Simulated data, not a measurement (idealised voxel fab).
process module | voxel ribs on slabs
cross-section cut | 145 nm wide | cells 5 nm
A cross-section is a grid of square cells, given in bands from the top down. A band is one or more rows of cells.
Each band's line starts with the height of the band's top and of its bottom, in nm. Then come its materials from left to right, each with its width in nm. One material with "throughout" fills the band from edge to edge. "air" is empty space.
Height 0 is the level under which the wafer as received is all one material. The lowest band goes on downwards, as in "0 down".
A width such as "30 to 40" changes by the same amount from each row of cells to the next, from the band's top row to its bottom row.
"no change" after a step means that no cell of the cross-section changed.
closed voids: empty space of 8 cells or more with no open way to the top, each as width x height at its distance from the left edge, in nm
after a step's settings: what the simulator itself notes on the step
overlay nm, on a step with a mask: how far to the right of its planned place the mask lay; to the left if negative
plan
1 op RECEIVE | material Si
2 op DIRECTIONAL_DEP | material SiO2 | thk nm 25
3 op DIRECTIONAL_DEP | material polySi | thk nm 20
4 op DIRECTIONAL_DEP | material aC | thk nm 10
5 op PATTERN | tone cover | mask id RIB | material resist | width nm 20 | thk nm 25 | overlay nm 0
6 op DIRECTIONAL_ETCH | etch materials aC | depth nm 10
7 op STRIP | etch materials resist
8 op DIRECTIONAL_ETCH | etch materials polySi | depth nm 15
9 op STRIP | etch materials aC
10 op DIRECTIONAL_DEP | material aC | thk nm 15
11 op PATTERN | tone cover | mask id SLAB | material resist | width nm 60 | thk nm 30 | overlay nm 0
12 op DIRECTIONAL_ETCH | etch materials aC | depth nm 15
13 op STRIP | etch materials resist
14 op DIRECTIONAL_ETCH | etch materials polySi | depth nm 5
15 op STRIP | etch materials aC
16 op FILL_DEP | material SiO2 | thk nm 20
17 op CMP | height nm 55
18 op DIRECTIONAL_DEP | material TiN | thk nm 10
19 op PATTERN | tone cover | mask id HEATER | material resist | width nm 20 | thk nm 20 | overlay nm 0
20 op DIRECTIONAL_ETCH | etch materials TiN | depth nm 10
21 op STRIP | etch materials resist
22 op CONFORMAL_DEP | material SiO2 | thk nm 10
varied across the wafers: width nm of step 19. The plan shows the first wafer's value. All wafers start alike
first wafer as received, after step 1
  0 down: Si throughout
  closed voids: none
each wafer at the end: cells of each material gained (+) or lost (-) since it was received, then its closed voids
width nm 20 | +361 SiO2 | +8 TiN | +24 polySi | closed voids: none
width nm 25 | +361 SiO2 | +10 TiN | +24 polySi | closed voids: none
width nm 30 | +361 SiO2 | +12 TiN | +24 polySi | closed voids: none
width nm 35 | +361 SiO2 | +14 TiN | +24 polySi | closed voids: none
width nm 40 | +361 SiO2 | +16 TiN | +24 polySi | closed voids: none
width nm 45 | +361 SiO2 | +18 TiN | +24 polySi | closed voids: none
